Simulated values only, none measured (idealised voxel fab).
Module name: voxel tone inversion (process module)
Shown is cross-section cut, with a width of 210 nm and square cells of size 5 nm.
A cross-section in this document is a grid of square cells, and it is written down as bands, the top band listed before the ones below it; a band is made up of one or more rows of cells. A band entry consists of two parts. The first gives the height of the band's top and the height of its bottom, in nm. The rest lists the band's materials from left to right, each with its width in nm. A single material labelled with the word "everywhere" fills the band from edge to edge, and the word "empty" marks empty space. Note: height 0 marks the level under which the wafer is uniformly one material as received. Lowest band unbounded below, written "0 nm and below". A width such as "30->40" changes by the same amount from each row of cells to the next, from the band's top row to its bottom row. Step marked "no modifications"? Then no cell in the cross-section changed in it. What "Fully enclosed voids" gives you is every empty space of 8 cells or more that is cut off from the top. Each appears as width x height at distance, with the distance taken from the left edge and width, height and distance all in nm. Note: text after step settings on the step line = simulator remark on that step. Each step line may optionally specify "overlay nm", which for a step with a mask gives the rightward distance between the mask's planned place and where it lay, a negative value indicating the leftward direction.
Planned step list for the process
1: RECEIVE [material Si]
2: CONFORMAL_DEP [material SiCN] [thk nm 10]
3: DIRECTIONAL_DEP [material polySi] [thk nm 15]
4: PATTERN [tone cover] [mask id POSTS] [material resist] [width nm 15] [pitch nm 35] [thk nm 25] [overlay nm 0]
5: DIRECTIONAL_ETCH [etch materials polySi] [depth nm 15]
6: STRIP [etch materials resist]
7: FILL_DEP [material lowk] [thk nm 10]
8: CMP [height nm 25]
9: STRIP [etch materials polySi]
10: CONFORMAL_DEP [material TiN] [thk nm 5]
11: FILL_DEP [material W] [thk nm 5]
12: CMP [height nm 25]
13: CONFORMAL_DEP [material SiCN] [thk nm 5]
Cross-sectional view of the wafer in its as-received condition, corresponding to the state after step 1
	0 nm and below | Si everywhere
	Fully enclosed voids: none
Wafer at module end, in section. Began as above, planned as above, run with one mistake
	30 nm to 25 nm | SiCN everywhere
	25 nm to 15 nm | W: 75, then TiN: 5, then lowk: 15, then TiN: 5, then W: 10, then TiN: 5, then lowk: 15, then TiN: 5, then W: 75
	15 nm to 10 nm | TiN: 80, then lowk: 15, then TiN: 20, then lowk: 15, then TiN: 80
	10 nm to 0 nm | SiCN everywhere
	0 nm and below | Si everywhere
	Fully enclosed voids: none
Short version of what went wrong: step 4 went in with a setting other than planned; the actual run was PATTERN [tone open] [mask id POSTS] [material resist] [width nm 15] [pitch nm 35] [thk nm 25] [overlay nm 0]
